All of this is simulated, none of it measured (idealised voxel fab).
The name of this process module is voxel local oxidation.
Square cell edge 5 nm, section width 190 nm, ID cut.
In what follows, cross-sections appear as grids of square cells, described through bands that run from the top down, where every band is one or more rows of cells.
Read a band's entry like this: the first values are the height of its top and the height of its bottom in nm, and what follows is the sequence of materials from left to right, each with its width in nm. Note that "blank" is empty space, and that a single material marked "all across" reaches across the band from edge to edge.
Measure heights from 0. That's the level where, below it, the as-received wafer is all one material. The lowest band is bottomless and extends downward; write it as in "from 0 down".
The expression "30->40" gives the width at the extremes of the band, the first number at its top row of cells and the second at its bottom row, with the width changing by equal amounts from each row to the next in between.
Reading "all unchanged" for a step: not a cell of the cross-section changed in it.
"Sealed internal cavities": empty spaces of 8 cells or more with no open way to the top, each given as width x height at distance, distance from the left edge, all in nm.
Where a step's line continues beyond its settings, the continuation is a remark by the simulator itself on that step.
overlay nm: mask offset rightward from planned place, masked step; negative means leftward offset.

## Process steps (planned)
1,RECEIVE | material Si
2,CONFORMAL_DEP | material SiO2 | thk nm 5
3,CONFORMAL_DEP | material SiN | thk nm 15
4,MASKED_ETCH | tone cover | mask id ACTIVE | width nm 105 | etch materials SiN | depth nm 15 | overlay nm 0
5,SELECTIVE_ETCH | etch materials SiO2 | depth nm 5
6,OXIDIZE | depth nm 10
7,STRIP | etch materials SiN

## Cross-section of the incoming wafer, state after step 1
> from 0 down = Si all across
> Sealed internal cavities: none

## First of two wafers: cross-section at end of module, run per plan
> from 5 to 0 = 45 of blank | 95 of SiO2 | 50 of blank
> from 0 to -10 = 55 of SiO2 | 75 of Si | 60 of SiO2
> from -10 down = Si all across
> Sealed internal cavities: none

## Here's the second of our two wafers sectioned at module end. Same start as the first, same plan, but one mistake got made running it
> from 15 to 10 = 45 of blank | 95 of SiO2 | 50 of blank
> from 10 to 0 = SiO2 all across
> from 0 down = Si all across
> Sealed internal cavities: none
What was the processing mistake? contrary to plan, step 2 was performed as CONFORMAL_DEP | material SiO2 | thk nm 15
The closing comparison, in cells, has the second wafer with more or fewer of some materials than the first: Si +46, SiO2 +30
